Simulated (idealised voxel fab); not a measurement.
Proc. module: voxel spacer lines
It is cross-section cut that appears here, measuring 235 nm in width, its square cells being 5 nm in size.
Cross-section, as written here: a square-cell grid given band by band from the top down, where a band holds one or more rows of cells. In this notation a band is specified by the heights of its top and bottom, in that order and in nm, after which its materials appear from left to right, each paired with its width in nm. The word "all across" attached to a single material means that material fills the band from edge to edge; the word "air" stands for empty space. The level at which height equals 0 is the one under which the wafer, as it arrives, is entirely one material. No lower edge exists for the bottom band, which continues downward and is notated as in "top 0, no bottom". Per-row width for "30 to 40": begins at first number (top row of band), ends at second number (bottom row), increment between rows held constant. No cell of the cross-section changed in a step that is given as "nothing altered". Empty spaces without an open route to the top, at least 8 cells in extent, make up the entry "Closed cavities"; each is given as width x height at distance, where the distance is measured from the left edge, and all are in nm. Past the settings on a step's line: simulator remark, on that step. For masked steps, "overlay nm" on the step line gives how far right of plan the mask actually lay; a minus sign means it lay to the left.
The process steps that were planned are listed below:
1: RECEIVE: material Si
2: CONFORMAL_DEP: material Al2O3, thk nm 5
3: DIRECTIONAL_DEP: material W, thk nm 20
4: DIRECTIONAL_DEP: material polySi, thk nm 30
5: PATTERN: tone cover, mask id MANDREL, material resist, width nm 20, pitch nm 60, thk nm 35, overlay nm 0
6: DIRECTIONAL_ETCH: etch materials polySi, depth nm 30
7: STRIP: etch materials resist
8: CONFORMAL_DEP: material SiO2, thk nm 10
9: DIRECTIONAL_ETCH: etch materials SiO2, depth nm 10
10: STRIP: etch materials polySi
11: DIRECTIONAL_ETCH: etch materials W, depth nm 20
12: STRIP: etch materials SiO2
13: FILL_DEP: material SiO2, thk nm 5
14: CMP: height nm 25
First of two wafers, processed according to plan:
This is the cross-section of the wafer as we received it, i.e. after step 1:
	top 0, no bottom = Si all across
	Closed cavities: none
Cross-section of the wafer subsequent to step 2:
	top 5, bottom 0 = Al2O3 all across
	Below a height of 0, the structure has not been altered.
Cross-section of the wafer subsequent to step 3:
	top 25, bottom 5 = W all across
	Below a height of 5, the structure has not been altered.
Cross-section of the wafer subsequent to step 4:
	top 55, bottom 25 = polySi all across
	Below a height of 25, the structure has not been altered.
Cross-section of the wafer subsequent to step 5:
	top 90, bottom 55 = air=75; resist=20; air=40; resist=20; air=80
	Below a height of 55, the structure has not been altered.
Cross-section of the wafer subsequent to step 6:
	top 90, bottom 55 = air=75; resist=20; air=40; resist=20; air=80
	top 55, bottom 25 = air=75; polySi=20; air=40; polySi=20; air=80
	Below a height of 25, the structure has not been altered.
Cross-section of the wafer subsequent to step 7:
	top 55, bottom 25 = air=75; polySi=20; air=40; polySi=20; air=80
	Below a height of 25, the structure has not been altered.
Cross-section of the wafer subsequent to step 8:
	top 65, bottom 55 = air=65; SiO2=40; air=20; SiO2=40; air=70
	top 55, bottom 35 = air=65; SiO2=10; polySi=20; SiO2=10; air=20; SiO2=10; polySi=20; SiO2=10; air=70
	top 35, bottom 25 = SiO2=75; polySi=20; SiO2=40; polySi=20; SiO2=80
	Below a height of 25, the structure has not been altered.
Cross-section of the wafer subsequent to step 9:
	top 55, bottom 25 = air=65; SiO2=10; polySi=20; SiO2=10; air=20; SiO2=10; polySi=20; SiO2=10; air=70
	Below a height of 25, the structure has not been altered.
Cross-section of the wafer subsequent to step 10:
	top 55, bottom 25 = air=65; SiO2=10; air=20; SiO2=10; air=20; SiO2=10; air=20; SiO2=10; air=70
	Below a height of 25, the structure has not been altered.
Cross-section of the wafer subsequent to step 11:
	top 55, bottom 25 = air=65; SiO2=10; air=20; SiO2=10; air=20; SiO2=10; air=20; SiO2=10; air=70
	top 25, bottom 5 = air=65; W=10; air=20; W=10; air=20; W=10; air=20; W=10; air=70
	Below a height of 5, the structure has not been altered.
Cross-section of the wafer subsequent to step 12:
	top 25, bottom 5 = air=65; W=10; air=20; W=10; air=20; W=10; air=20; W=10; air=70
	Below a height of 5, the structure has not been altered.
Cross-section of the wafer subsequent to step 13:
	top 30, bottom 25 = SiO2 all across
	top 25, bottom 5 = SiO2=65; W=10; SiO2=20; W=10; SiO2=20; W=10; SiO2=20; W=10; SiO2=70
	Below a height of 5, the structure has not been altered.
Cross-section of the wafer subsequent to step 14:
	top 25, bottom 5 = SiO2=65; W=10; SiO2=20; W=10; SiO2=20; W=10; SiO2=20; W=10; SiO2=70
	Below a height of 5, the structure has not been altered.
For the second wafer, take the first wafer's start and plan, then add one mistake made in running it; everything through step 1, that step included, is shared with the first:
Second wafer, section view, time point: scheduled end of step 2: nothing altered
Second wafer, section view, time point: scheduled end of step 3:
	top 20, bottom 0 = W all across
	Below a height of 0, the structure has not been altered.
Second wafer, section view, time point: scheduled end of step 4:
	top 50, bottom 20 = polySi all across
	Below a height of 20, the structure has not been altered.
Second wafer, section view, time point: scheduled end of step 5:
	top 85, bottom 50 = air=75; resist=20; air=40; resist=20; air=80
	Below a height of 50, the structure has not been altered.
Second wafer, section view, time point: scheduled end of step 6:
	top 85, bottom 50 = air=75; resist=20; air=40; resist=20; air=80
	top 50, bottom 20 = air=75; polySi=20; air=40; polySi=20; air=80
	Below a height of 20, the structure has not been altered.
Second wafer, section view, time point: scheduled end of step 7:
	top 50, bottom 20 = air=75; polySi=20; air=40; polySi=20; air=80
	Below a height of 20, the structure has not been altered.
Second wafer, section view, time point: scheduled end of step 8:
	top 60, bottom 50 = air=65; SiO2=40; air=20; SiO2=40; air=70
	top 50, bottom 30 = air=65; SiO2=10; polySi=20; SiO2=10; air=20; SiO2=10; polySi=20; SiO2=10; air=70
	top 30, bottom 20 = SiO2=75; polySi=20; SiO2=40; polySi=20; SiO2=80
	Below a height of 20, the structure has not been altered.
Second wafer, section view, time point: scheduled end of step 9:
	top 50, bottom 20 = air=65; SiO2=10; polySi=20; SiO2=10; air=20; SiO2=10; polySi=20; SiO2=10; air=70
	Below a height of 20, the structure has not been altered.
Second wafer, section view, time point: scheduled end of step 10:
	top 50, bottom 20 = air=65; SiO2=10; air=20; SiO2=10; air=20; SiO2=10; air=20; SiO2=10; air=70
	Below a height of 20, the structure has not been altered.
Second wafer, section view, time point: scheduled end of step 11:
	top 50, bottom 20 = air=65; SiO2=10; air=20; SiO2=10; air=20; SiO2=10; air=20; SiO2=10; air=70
	top 20, bottom 0 = air=65; W=10; air=20; W=10; air=20; W=10; air=20; W=10; air=70
	Below a height of 0, the structure has not been altered.
Second wafer, section view, time point: scheduled end of step 12:
	top 20, bottom 0 = air=65; W=10; air=20; W=10; air=20; W=10; air=20; W=10; air=70
	Below a height of 0, the structure has not been altered.
Second wafer, section view, time point: scheduled end of step 13:
	top 25, bottom 20 = SiO2 all across
	top 20, bottom 0 = SiO2=65; W=10; SiO2=20; W=10; SiO2=20; W=10; SiO2=20; W=10; SiO2=70
	Below a height of 0, the structure has not been altered.
Second wafer, section view, time point: scheduled end of step 14: nothing altered
Diagnosis: the run left out plan step 2 entirely, so it was never executed
Per the end-of-run cell counts, the second wafer holds more or fewer of some materials than the first: 47 fewer of Al2O3; 47 more of SiO2
